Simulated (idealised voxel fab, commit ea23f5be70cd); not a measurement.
Process module, titled voxel tone inversion
Displayed cross-section: cut, width of 230 nm, square cells sized 5 nm.
Cross-section, as written here: a square-cell grid given band by band from the top down, where a band holds one or more rows of cells. For a band, the entry starts with two heights in nm, that of the top and then that of the bottom, and carries on with the band's materials in order from left to right, each alongside its width in nm; the word "edge to edge" beside a single material means it fills the band edge to edge, and "air" means empty space. It should be noted that heights are counted from 0, beneath which the wafer as supplied is of one material throughout, and that the lowest band possesses no lower boundary but continues downward, as written in "from 0 down". You'd read "30 to 40" like this: the band's top row of cells is as wide as the first number, its bottom row is as wide as the second, and going down, every row changes width by the same amount as the row before did. Where the words "no change occurred" appear for a step, the cross-section shows no cell changed by that step; every cell remained as before. Closed empty spaces (no open way to the top) of 8 cells or more are what "Catalogued sealed voids" lists, each as width x height at distance from the left edge, nm for all three. after a step's settings: what the simulator itself notes on the step. overlay nm: how far to the right of its planned place the mask lay on this masked step (negative: to the left).

This section lists the process steps that were planned
| 1 | RECEIVE, material Si |
| 2 | CONFORMAL_DEP, material SiCN, thk nm 5 |
| 3 | DIRECTIONAL_DEP, material polySi, thk nm 25 |
| 4 | PATTERN, tone cover, mask id POSTS, material resist, width nm 25, pitch nm 50, thk nm 35, overlay nm 0 |
| 5 | DIRECTIONAL_ETCH, etch materials polySi, depth nm 25 |
| 6 | STRIP, etch materials resist |
| 7 | FILL_DEP, material lowk, thk nm 5 |
| 8 | CMP, height nm 30 |
| 9 | STRIP, etch materials polySi |

First wafer of two (run as planned)

Cross-section of the incoming wafer, state after step 1
> from 0 down: Si edge to edge
> Catalogued sealed voids: none

The wafer in cross-section once step 2 is complete
> from 5 to 0: SiCN edge to edge
> Nothing below the height 0 has changed.

The wafer in cross-section once step 3 is complete
> from 30 to 5: polySi edge to edge
> Nothing below the height 5 has changed.

The wafer in cross-section once step 4 is complete
> from 65 to 30: 50 nm air; 25 nm resist; 25 nm air; 25 nm resist; 25 nm air; 25 nm resist; 55 nm air
> Nothing below the height 30 has changed.

The wafer in cross-section once step 5 is complete
> from 65 to 30: 50 nm air; 25 nm resist; 25 nm air; 25 nm resist; 25 nm air; 25 nm resist; 55 nm air
> from 30 to 5: 50 nm air; 25 nm polySi; 25 nm air; 25 nm polySi; 25 nm air; 25 nm polySi; 55 nm air
> Nothing below the height 5 has changed.

The wafer in cross-section once step 6 is complete
> from 30 to 5: 50 nm air; 25 nm polySi; 25 nm air; 25 nm polySi; 25 nm air; 25 nm polySi; 55 nm air
> Nothing below the height 5 has changed.

The wafer in cross-section once step 7 is complete
> from 35 to 30: lowk edge to edge
> from 30 to 5: 50 nm lowk; 25 nm polySi; 25 nm lowk; 25 nm polySi; 25 nm lowk; 25 nm polySi; 55 nm lowk
> Nothing below the height 5 has changed.

The wafer in cross-section once step 8 is complete
> from 30 to 5: 50 nm lowk; 25 nm polySi; 25 nm lowk; 25 nm polySi; 25 nm lowk; 25 nm polySi; 55 nm lowk
> Nothing below the height 5 has changed.

The wafer in cross-section once step 9 is complete
> from 30 to 5: 50 nm lowk; 25 nm air; 25 nm lowk; 25 nm air; 25 nm lowk; 25 nm air; 55 nm lowk
> Nothing below the height 5 has changed.

Wafer two: like wafer one in start and plan, but with one mistake in execution; identical up to and including step 1

Second wafer, cross-section, planned end of step 2
> from 5 to 0: lowk edge to edge
> Nothing below the height 0 has changed.

Second wafer, cross-section, planned end of step 3
> from 30 to 5: polySi edge to edge
> Nothing below the height 5 has changed.

Second wafer, cross-section, planned end of step 4
> from 65 to 30: 50 nm air; 25 nm resist; 25 nm air; 25 nm resist; 25 nm air; 25 nm resist; 55 nm air
> Nothing below the height 30 has changed.

Second wafer, cross-section, planned end of step 5
> from 65 to 30: 50 nm air; 25 nm resist; 25 nm air; 25 nm resist; 25 nm air; 25 nm resist; 55 nm air
> from 30 to 5: 50 nm air; 25 nm polySi; 25 nm air; 25 nm polySi; 25 nm air; 25 nm polySi; 55 nm air
> Nothing below the height 5 has changed.

Second wafer, cross-section, planned end of step 6
> from 30 to 5: 50 nm air; 25 nm polySi; 25 nm air; 25 nm polySi; 25 nm air; 25 nm polySi; 55 nm air
> Nothing below the height 5 has changed.

Second wafer, cross-section, planned end of step 7
> from 35 to 30: lowk edge to edge
> from 30 to 5: 50 nm lowk; 25 nm polySi; 25 nm lowk; 25 nm polySi; 25 nm lowk; 25 nm polySi; 55 nm lowk
> Nothing below the height 5 has changed.

Second wafer, cross-section, planned end of step 8
> from 30 to 5: 50 nm lowk; 25 nm polySi; 25 nm lowk; 25 nm polySi; 25 nm lowk; 25 nm polySi; 55 nm lowk
> Nothing below the height 5 has changed.

Second wafer, cross-section, planned end of step 9
> from 30 to 5: 50 nm lowk; 25 nm air; 25 nm lowk; 25 nm air; 25 nm lowk; 25 nm air; 55 nm lowk
> Nothing below the height 5 has changed.
What was the processing mistake? step 2 did not happen as planned, as run it was CONFORMAL_DEP, material lowk, thk nm 5
End check, counted in cells, second wafer has more or fewer of these materials than the first: -46 SiCN, +46 lowk
